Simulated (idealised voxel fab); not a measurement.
process module | voxel self aligned vias
cross-section cut | 185 nm wide | cells 5 nm
A cross-section is a grid of square cells, given in bands from the top down. A band is one or more rows of cells.
Each band's line starts with the height of the band's top and of its bottom, in nm. Then come its materials from left to right, each with its width in nm. One material with "throughout" fills the band from edge to edge. "air" is empty space.
Height 0 is the level under which the wafer as received is all one material. The lowest band goes on downwards, as in "0 down".
A width such as "30 to 40" changes by the same amount from each row of cells to the next, from the band's top row to its bottom row.
"no change" after a step means that no cell of the cross-section changed.
closed voids: empty space of 8 cells or more with no open way to the top, each as width x height at its distance from the left edge, in nm
after a step's settings: what the simulator itself notes on the step
overlay nm, on a step with a mask: how far to the right of its planned place the mask lay; to the left if negative
plan
1 op RECEIVE | material Si
2 op CONFORMAL_DEP | material SiO2 | thk nm 15
3 op CONFORMAL_DEP | material SiCN | thk nm 5
4 op DIRECTIONAL_DEP | material lowk | thk nm 30
5 op DIRECTIONAL_DEP | material aC | thk nm 10
6 op PATTERN | tone open | mask id LINES | material resist | width nm 25 | pitch nm 55 | thk nm 30 | overlay nm 0
7 op DIRECTIONAL_ETCH | etch materials aC | depth nm 10
8 op STRIP | etch materials resist
9 op DIRECTIONAL_ETCH | etch materials lowk | depth nm 30
10 op STRIP | etch materials aC
11 op CONFORMAL_DEP | material TiN | thk nm 5
12 op FILL_DEP | material Ru | thk nm 5
13 op CMP | height nm 50
14 op SELECTIVE_ETCH | etch materials W Ru TiN | depth nm 5
15 op FILL_DEP | material SiN | thk nm 10
16 op CMP | height nm 50
17 op DIRECTIONAL_DEP | material lowk | thk nm 15
18 op PATTERN | tone open | mask id VIAS | material resist | width nm 35 | pitch nm 55 | thk nm 15 | overlay nm 0
19 op DIRECTIONAL_ETCH | etch materials lowk | depth nm 15
20 op DIRECTIONAL_ETCH | etch materials SiN | depth nm 5
21 op STRIP | etch materials resist
22 op CONFORMAL_DEP | material TiN | thk nm 5
23 op FILL_DEP | material W | thk nm 10
24 op CMP | height nm 65
25 op CONFORMAL_DEP | material SiCN | thk nm 5
as received, after step 1
  0 down: Si throughout
  closed voids: none
first wafer at the end, as planned
  70 to 65: SiCN throughout
  65 to 55: lowk 20 | TiN 5 | W 25 | TiN 5 | lowk 20 | TiN 5 | W 25 | TiN 5 | lowk 20 | TiN 5 | W 25 | TiN 5 | lowk 20
  55 to 50: lowk 20 | TiN 10 | W 15 | TiN 10 | lowk 20 | TiN 10 | W 15 | TiN 10 | lowk 20 | TiN 10 | W 15 | TiN 10 | lowk 20
  50 to 45: lowk 25 | TiN 25 | lowk 30 | TiN 25 | lowk 30 | TiN 25 | lowk 25
  45 to 25: lowk 25 | TiN 5 | Ru 15 | TiN 5 | lowk 30 | TiN 5 | Ru 15 | TiN 5 | lowk 30 | TiN 5 | Ru 15 | TiN 5 | lowk 25
  25 to 20: lowk 25 | TiN 25 | lowk 30 | TiN 25 | lowk 30 | TiN 25 | lowk 25
  20 to 15: SiCN throughout
  15 to 0: SiO2 throughout
  0 down: Si throughout
  closed voids: none
second wafer at the end: like start, like plan, one mistake
  70 to 65: SiCN throughout
  65 to 55: lowk 20 | TiN 5 | SiN 25 | TiN 5 | lowk 20 | TiN 5 | SiN 25 | TiN 5 | lowk 20 | TiN 5 | SiN 25 | TiN 5 | lowk 20
  55 to 50: lowk 20 | TiN 10 | SiN 15 | TiN 10 | lowk 20 | TiN 10 | SiN 15 | TiN 10 | lowk 20 | TiN 10 | SiN 15 | TiN 10 | lowk 20
  50 to 45: lowk 25 | TiN 25 | lowk 30 | TiN 25 | lowk 30 | TiN 25 | lowk 25
  45 to 25: lowk 25 | TiN 5 | Ru 15 | TiN 5 | lowk 30 | TiN 5 | Ru 15 | TiN 5 | lowk 30 | TiN 5 | Ru 15 | TiN 5 | lowk 25
  25 to 20: lowk 25 | TiN 25 | lowk 30 | TiN 25 | lowk 30 | TiN 25 | lowk 25
  20 to 15: SiCN throughout
  15 to 0: SiO2 throughout
  0 down: Si throughout
  closed voids: none
what went wrong: step 23 ran as: op FILL_DEP | material SiN | thk nm 10
at the end the second wafer has, in cells: 39 more of SiN | 39 fewer of W
